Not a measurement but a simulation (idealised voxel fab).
Documented hereafter: the process module known as voxel wiring stack.
Section shown: cut. Width: 290 nm. Cell size: 5 nm, square.
The cross-sections in this document take the form of a grid made of square cells. They are written out as bands, in order from top to bottom. Each band consists of one or more rows of cells.
Top height, bottom height, nm. Materials left to right, width each, nm. Single material + "edge to edge" = fills band edge to edge. "empty" = empty.
Heights are reckoned from 0. Under this level, the received wafer is all of one material. The bottommost band is open-ended downward, for example "from 0 down".
Graded width ("30->40"): value in top row of band = first number; value in bottom row = second number; row-to-row change constant.
Where the words "remained the same" appear for a step, the cross-section shows no cell changed by that step; every cell remained as before.
Look at "closed voids" for the closed voids: empty spaces with no open path to the top, sized 8 cells or up. Each is width x height at distance, distance from the left edge, all nm.
Anything after a step's settings on that line? It's the simulator's own note about the step.
Among the settings permitted on a step's line is "overlay nm"; applied to a step with a mask, it specifies the extent to which the mask lay to the right of its planned position, whereas a negative figure signifies a position to the left.
STEPS PLANNED FOR THE PROCESS
1 RECEIVE, material Si
2 CONFORMAL_DEP, material SiO2, thk nm 15
3 DIRECTIONAL_DEP, material TiN, thk nm 5
4 DIRECTIONAL_DEP, material Ru, thk nm 25
5 PATTERN, tone cover, mask id METAL_1, material resist, width nm 30, pitch nm 50, thk nm 20, overlay nm 0
6 DIRECTIONAL_ETCH, etch materials Ru, depth nm 25
7 DIRECTIONAL_ETCH, etch materials TiN, depth nm 5
8 STRIP, etch materials resist
9 FILL_DEP, material lowk, thk nm 10
10 CMP, height nm 45
11 CONFORMAL_DEP, material SiCN, thk nm 5
12 DIRECTIONAL_DEP, material lowk, thk nm 20
13 MASKED_ETCH, tone open, mask id PLUG_1, width nm 15, pitch nm 50, etch materials lowk, depth nm 20, overlay nm 0
14 MASKED_ETCH, tone open, mask id PLUG_1, width nm 15, pitch nm 50, etch materials SiCN, depth nm 5, overlay nm 0
15 CONFORMAL_DEP, material TiN, thk nm 5
16 FILL_DEP, material Cu, thk nm 5
17 CMP, height nm 70
18 DIRECTIONAL_DEP, material TiN, thk nm 5
19 DIRECTIONAL_DEP, material Ru, thk nm 15
20 DIRECTIONAL_DEP, material aC, thk nm 15
21 PATTERN, tone cover, mask id METAL_2, material resist, width nm 30, pitch nm 50, thk nm 30, overlay nm 0
22 DIRECTIONAL_ETCH, etch materials aC, depth nm 15
23 STRIP, etch materials resist
24 DIRECTIONAL_ETCH, etch materials Ru, depth nm 15
25 DIRECTIONAL_ETCH, etch materials TiN, depth nm 5
26 STRIP, etch materials aC
27 CONFORMAL_DEP, material SiCN, thk nm 5
28 FILL_DEP, material lowk, thk nm 10
29 CMP, height nm 90
30 CONFORMAL_DEP, material SiN, thk nm 5
SHOWN IN CROSS-SECTION IS THE WAFER AS RECEIVED, THAT IS, AS IT STANDS AFTER STEP 1
    from 0 down = Si edge to edge
    closed voids: none
FIGURE: CROSS-SECTIONAL VIEW OF THE WAFER UPON COMPLETION OF THE MODULE, PROCESSED FROM THE INITIAL STATE AND ACCORDING TO THE PLAN DEPICTED ABOVE, WITH ONE ERROR INTRODUCED DURING EXECUTION
    from 95 to 90 = SiN edge to edge
    from 90 to 75 = 100 lowk, then 5 SiCN, then 30 Ru, then 5 SiCN, then 10 lowk, then 5 SiCN, then 30 Ru, then 5 SiCN, then 100 lowk
    from 75 to 70 = 105 SiCN, then 30 TiN, then 20 SiCN, then 30 TiN, then 105 SiCN
    from 70 to 55 = 100 Cu, then 5 TiN, then 15 lowk, then 5 TiN, then 25 Cu, then 5 TiN, then 15 lowk, then 5 TiN, then 115 Cu
    from 55 to 50 = 105 TiN, then 15 lowk, then 35 TiN, then 15 lowk, then 120 TiN
    from 50 to 45 = SiCN edge to edge
    from 45 to 20 = 105 lowk, then 30 Ru, then 20 lowk, then 30 Ru, then 105 lowk
    from 20 to 15 = 105 lowk, then 30 TiN, then 20 lowk, then 30 TiN, then 105 lowk
    from 15 to 0 = SiO2 edge to edge
    from 0 down = Si edge to edge
    closed voids: none
Which mistake was made when the wafer was run? step 13 ran differently from the plan; actual operation with settings: MASKED_ETCH, tone cover, mask id PLUG_1, width nm 15, pitch nm 50, etch materials lowk, depth nm 20, overlay nm 0
